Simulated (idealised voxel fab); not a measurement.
process module | voxel capacitor over wiring
cross-section cut | 260 nm wide | cells 5 nm
A cross-section is a grid of square cells, given in bands from the top down. A band is one or more rows of cells.
Each band's line starts with the height of the band's top and of its bottom, in nm. Then come its materials from left to right, each with its width in nm. One material with "throughout" fills the band from edge to edge. "air" is empty space.
Height 0 is the level under which the wafer as received is all one material. The lowest band goes on downwards, as in "0 down".
A width such as "30 to 40" changes by the same amount from each row of cells to the next, from the band's top row to its bottom row.
"no change" after a step means that no cell of the cross-section changed.
closed voids: empty space of 8 cells or more with no open way to the top, each as width x height at its distance from the left edge, in nm
after a step's settings: what the simulator itself notes on the step
overlay nm, on a step with a mask: how far to the right of its planned place the mask lay; to the left if negative
plan
1 op RECEIVE | material Si
2 op CONFORMAL_DEP | material SiO2 | thk nm 15
3 op DIRECTIONAL_DEP | material TiN | thk nm 5
4 op DIRECTIONAL_DEP | material Ru | thk nm 25
5 op PATTERN | tone cover | mask id METAL_1 | material resist | width nm 25 | pitch nm 95 | thk nm 15 | overlay nm 0
6 op DIRECTIONAL_ETCH | etch materials Ru | depth nm 25
7 op DIRECTIONAL_ETCH | etch materials TiN | depth nm 5
8 op STRIP | etch materials resist
9 op FILL_DEP | material SiO2 | thk nm 5
10 op CMP | height nm 45
11 op CONFORMAL_DEP | material SiCN | thk nm 5
12 op DIRECTIONAL_DEP | material SiO2 | thk nm 10
13 op DIRECTIONAL_DEP | material aC | thk nm 10
14 op PATTERN | tone open | mask id PLUG_1 | material resist | width nm 15 | thk nm 25 | overlay nm 0
15 op DIRECTIONAL_ETCH | etch materials aC | depth nm 10
16 op STRIP | etch materials resist
17 op DIRECTIONAL_ETCH | etch materials SiO2 | depth nm 10
18 op DIRECTIONAL_ETCH | etch materials SiCN | depth nm 5
19 op STRIP | etch materials aC
20 op EPI | material Ru | thk nm 10
21 op EPI | material Ru | thk nm 5
22 op DIRECTIONAL_DEP | material TiN | thk nm 5
23 op DIRECTIONAL_DEP | material Al2O3 | thk nm 5
24 op DIRECTIONAL_DEP | material TiN | thk nm 5
25 op MASKED_ETCH | tone cover | mask id UPPER_PLATE | width nm 75 | etch materials TiN | depth nm 5 | overlay nm 0
26 op MASKED_ETCH | tone cover | mask id UPPER_PLATE | width nm 75 | etch materials Al2O3 | depth nm 5 | overlay nm 0
27 op DIRECTIONAL_DEP | material aC | thk nm 15
28 op PATTERN | tone cover | mask id LOWER_PLATE | material resist | width nm 85 | thk nm 30 | overlay nm 0
29 op DIRECTIONAL_ETCH | etch materials aC | depth nm 15
30 op STRIP | etch materials resist
31 op DIRECTIONAL_ETCH | etch materials TiN | depth nm 5
32 op STRIP | etch materials aC
33 op FILL_DEP | material SiO2 | thk nm 15
34 op CMP | height nm 85
35 op MASKED_ETCH | tone open | mask id PLUG_2 | width nm 15 | etch materials SiO2 | depth nm 10 | overlay nm 0
36 op CONFORMAL_DEP | material TiN | thk nm 5
37 op FILL_DEP | material W | thk nm 5
38 op CMP | height nm 85
39 op CONFORMAL_DEP | material SiN | thk nm 5
first wafer, as planned
as received, after step 1
  0 down: Si throughout
  closed voids: none
after step 2
  15 to 0: SiO2 throughout
  below 0: unchanged
after step 3
  20 to 15: TiN throughout
  below 15: unchanged
after step 4
  45 to 20: Ru throughout
  below 20: unchanged
after step 5
  60 to 45: air 70 | resist 25 | air 70 | resist 25 | air 70
  below 45: unchanged
after step 6
  60 to 45: air 70 | resist 25 | air 70 | resist 25 | air 70
  45 to 20: air 70 | Ru 25 | air 70 | Ru 25 | air 70
  below 20: unchanged
after step 7
  60 to 45: air 70 | resist 25 | air 70 | resist 25 | air 70
  45 to 20: air 70 | Ru 25 | air 70 | Ru 25 | air 70
  20 to 15: air 70 | TiN 25 | air 70 | TiN 25 | air 70
  below 15: unchanged
after step 8
  45 to 20: air 70 | Ru 25 | air 70 | Ru 25 | air 70
  below 20: unchanged
after step 9
  50 to 45: SiO2 throughout
  45 to 20: SiO2 70 | Ru 25 | SiO2 70 | Ru 25 | SiO2 70
  20 to 15: SiO2 70 | TiN 25 | SiO2 70 | TiN 25 | SiO2 70
  below 15: unchanged
after step 10
  45 to 20: SiO2 70 | Ru 25 | SiO2 70 | Ru 25 | SiO2 70
  below 20: unchanged
after step 11
  50 to 45: SiCN throughout
  below 45: unchanged
after step 12
  60 to 50: SiO2 throughout
  below 50: unchanged
after step 13
  70 to 60: aC throughout
  below 60: unchanged
after step 14
  95 to 70: resist 80 | air 15 | resist 165
  below 70: unchanged
after step 15
  85 to 70: resist 80 | air 15 | resist 165
  70 to 60: aC 80 | air 15 | aC 165
  below 60: unchanged
after step 16
  70 to 60: aC 80 | air 15 | aC 165
  below 60: unchanged
after step 17
  70 to 60: aC 80 | air 15 | aC 165
  60 to 50: SiO2 80 | air 15 | SiO2 165
  below 50: unchanged
after step 18
  70 to 60: aC 80 | air 15 | aC 165
  60 to 50: SiO2 80 | air 15 | SiO2 165
  50 to 45: SiCN 80 | air 15 | SiCN 165
  below 45: unchanged
after step 19
  60 to 50: SiO2 80 | air 15 | SiO2 165
  below 50: unchanged
after step 20
  60 to 55: SiO2 80 | air 15 | SiO2 165
  55 to 50: SiO2 80 | Ru 15 | SiO2 165
  50 to 45: SiCN 80 | Ru 15 | SiCN 165
  below 45: unchanged
after step 21
  60 to 50: SiO2 80 | Ru 15 | SiO2 165
  below 50: unchanged
after step 22
  65 to 60: TiN throughout
  below 60: unchanged
after step 23
  70 to 65: Al2O3 throughout
  below 65: unchanged
after step 24
  75 to 70: TiN throughout
  below 70: unchanged
after step 25
  75 to 70: air 80 | TiN 75 | air 105
  below 70: unchanged
after step 26
  75 to 70: air 80 | TiN 75 | air 105
  70 to 65: air 80 | Al2O3 75 | air 105
  below 65: unchanged
after step 27
  90 to 80: air 80 | aC 75 | air 105
  80 to 75: aC throughout
  75 to 70: aC 80 | TiN 75 | aC 105
  70 to 65: aC 80 | Al2O3 75 | aC 105
  below 65: unchanged
after step 28
  120 to 90: air 75 | resist 85 | air 100
  90 to 80: air 75 | resist 5 | aC 75 | resist 5 | air 100
  below 80: unchanged
after step 29
  105 to 90: air 75 | resist 85 | air 100
  90 to 80: air 75 | resist 5 | aC 75 | resist 5 | air 100
  80 to 75: air 75 | aC 85 | air 100
  75 to 70: air 75 | aC 5 | TiN 75 | aC 5 | air 100
  70 to 65: air 75 | aC 5 | Al2O3 75 | aC 5 | air 100
  below 65: unchanged
after step 30
  90 to 80: air 80 | aC 75 | air 105
  below 80: unchanged
after step 31
  90 to 80: air 80 | aC 75 | air 105
  80 to 75: air 75 | aC 85 | air 100
  75 to 70: air 75 | aC 5 | TiN 75 | aC 5 | air 100
  70 to 65: air 75 | aC 5 | Al2O3 75 | aC 5 | air 100
  65 to 60: air 75 | TiN 85 | air 100
  below 60: unchanged
after step 32
  75 to 70: air 80 | TiN 75 | air 105
  70 to 65: air 80 | Al2O3 75 | air 105
  below 65: unchanged
after step 33
  90 to 75: SiO2 throughout
  75 to 70: SiO2 80 | TiN 75 | SiO2 105
  70 to 65: SiO2 80 | Al2O3 75 | SiO2 105
  65 to 60: SiO2 75 | TiN 85 | SiO2 100
  below 60: unchanged
after step 34
  85 to 75: SiO2 throughout
  below 75: unchanged
after step 35
  85 to 75: SiO2 90 | air 15 | SiO2 155
  below 75: unchanged
after step 36
  90 to 85: TiN 95 | air 5 | TiN 160
  85 to 80: SiO2 90 | TiN 5 | air 5 | TiN 5 | SiO2 155
  80 to 70: SiO2 90 to 80 | TiN 15 to 75 | SiO2 155 to 105
  below 70: unchanged
after step 37
  95 to 90: W throughout
  90 to 85: TiN 95 | W 5 | TiN 160
  85 to 80: SiO2 90 | TiN 5 | W 5 | TiN 5 | SiO2 155
  below 80: unchanged
after step 38
  85 to 80: SiO2 90 | TiN 5 | W 5 | TiN 5 | SiO2 155
  below 80: unchanged
after step 39
  90 to 85: SiN throughout
  below 85: unchanged
second wafer: like start, like plan, one mistake. Through step 19 it matches the first wafer
when step 20 should have ended
  65 to 60: air 75 | Ru 25 | air 160
  60 to 50: SiO2 80 | Ru 15 | SiO2 165
  50 to 45: SiCN 80 | Ru 15 | SiCN 165
  below 45: unchanged
when step 21 should have ended
  70 to 60: air 70 | Ru 35 | air 155
  below 60: unchanged
when step 22 should have ended
  75 to 70: air 70 | TiN 35 | air 155
  70 to 65: air 70 | Ru 35 | air 155
  65 to 60: TiN 70 | Ru 35 | TiN 155
  below 60: unchanged
when step 23 should have ended
  80 to 75: air 70 | Al2O3 35 | air 155
  75 to 70: air 70 | TiN 35 | air 155
  70 to 65: Al2O3 70 | Ru 35 | Al2O3 155
  below 65: unchanged
when step 24 should have ended
  85 to 80: air 70 | TiN 35 | air 155
  80 to 75: air 70 | Al2O3 35 | air 155
  75 to 70: TiN throughout
  below 70: unchanged
when step 25 should have ended
  85 to 80: air 80 | TiN 25 | air 155
  80 to 75: air 70 | Al2O3 35 | air 155
  75 to 70: air 70 | TiN 85 | air 105
  below 70: unchanged
when step 26 should have ended
  85 to 80: air 80 | TiN 25 | air 155
  80 to 75: air 80 | Al2O3 25 | air 155
  75 to 70: air 70 | TiN 85 | air 105
  70 to 65: air 70 | Ru 35 | Al2O3 50 | air 105
  below 65: unchanged
when step 27 should have ended
  100 to 90: air 80 | aC 25 | air 155
  90 to 85: air 70 | aC 85 | air 105
  85 to 80: air 70 | aC 10 | TiN 25 | aC 50 | air 105
  80 to 75: aC 80 | Al2O3 25 | aC 155
  75 to 70: aC 70 | TiN 85 | aC 105
  70 to 65: aC 70 | Ru 35 | Al2O3 50 | aC 105
  below 65: unchanged
when step 28 should have ended
  130 to 100: air 75 | resist 85 | air 100
  100 to 90: air 75 | resist 5 | aC 25 | resist 55 | air 100
  90 to 85: air 70 | aC 85 | resist 5 | air 100
  85 to 80: air 70 | aC 10 | TiN 25 | aC 50 | resist 5 | air 100
  below 80: unchanged
when step 29 should have ended
  115 to 100: air 75 | resist 85 | air 100
  100 to 90: air 75 | resist 5 | aC 25 | resist 55 | air 100
  90 to 85: air 75 | aC 80 | resist 5 | air 100
  85 to 80: air 75 | aC 5 | TiN 25 | aC 50 | resist 5 | air 100
  80 to 75: air 75 | aC 5 | Al2O3 25 | aC 55 | air 100
  75 to 70: air 70 | TiN 85 | aC 5 | air 100
  70 to 65: air 70 | Ru 35 | Al2O3 50 | aC 5 | air 100
  below 65: unchanged
when step 30 should have ended
  100 to 90: air 80 | aC 25 | air 155
  90 to 85: air 75 | aC 80 | air 105
  85 to 80: air 75 | aC 5 | TiN 25 | aC 50 | air 105
  below 80: unchanged
when step 31 should have ended
  100 to 90: air 80 | aC 25 | air 155
  90 to 85: air 75 | aC 80 | air 105
  85 to 80: air 75 | aC 5 | TiN 25 | aC 50 | air 105
  80 to 75: air 75 | aC 5 | Al2O3 25 | aC 55 | air 100
  75 to 70: air 75 | TiN 80 | aC 5 | air 100
  70 to 65: air 70 | Ru 35 | Al2O3 50 | aC 5 | air 100
  65 to 60: air 70 | Ru 35 | TiN 55 | air 100
  below 60: unchanged
when step 32 should have ended
  85 to 80: air 80 | TiN 25 | air 155
  80 to 75: air 80 | Al2O3 25 | air 155
  75 to 70: air 75 | TiN 80 | air 105
  70 to 65: air 70 | Ru 35 | Al2O3 50 | air 105
  below 65: unchanged
when step 33 should have ended
  100 to 85: SiO2 throughout
  85 to 80: SiO2 80 | TiN 25 | SiO2 155
  80 to 75: SiO2 80 | Al2O3 25 | SiO2 155
  75 to 70: SiO2 75 | TiN 80 | SiO2 105
  70 to 65: SiO2 70 | Ru 35 | Al2O3 50 | SiO2 105
  65 to 60: SiO2 70 | Ru 35 | TiN 55 | SiO2 100
  below 60: unchanged
when step 34 should have ended
  85 to 80: SiO2 80 | TiN 25 | SiO2 155
  below 80: unchanged
when step 35 should have ended: no change
when step 36 should have ended
  90 to 85: TiN throughout
  below 85: unchanged
when step 37 should have ended
  95 to 90: W throughout
  below 90: unchanged
when step 38 should have ended
  85 to 80: SiO2 80 | TiN 25 | SiO2 155
  below 80: unchanged
when step 39 should have ended
  90 to 85: SiN throughout
  below 85: unchanged
what went wrong: step 20 was run twice
at the end the second wafer has, in cells: 14 more of Ru | 8 fewer of SiO2 | 5 fewer of TiN | 1 fewer of W
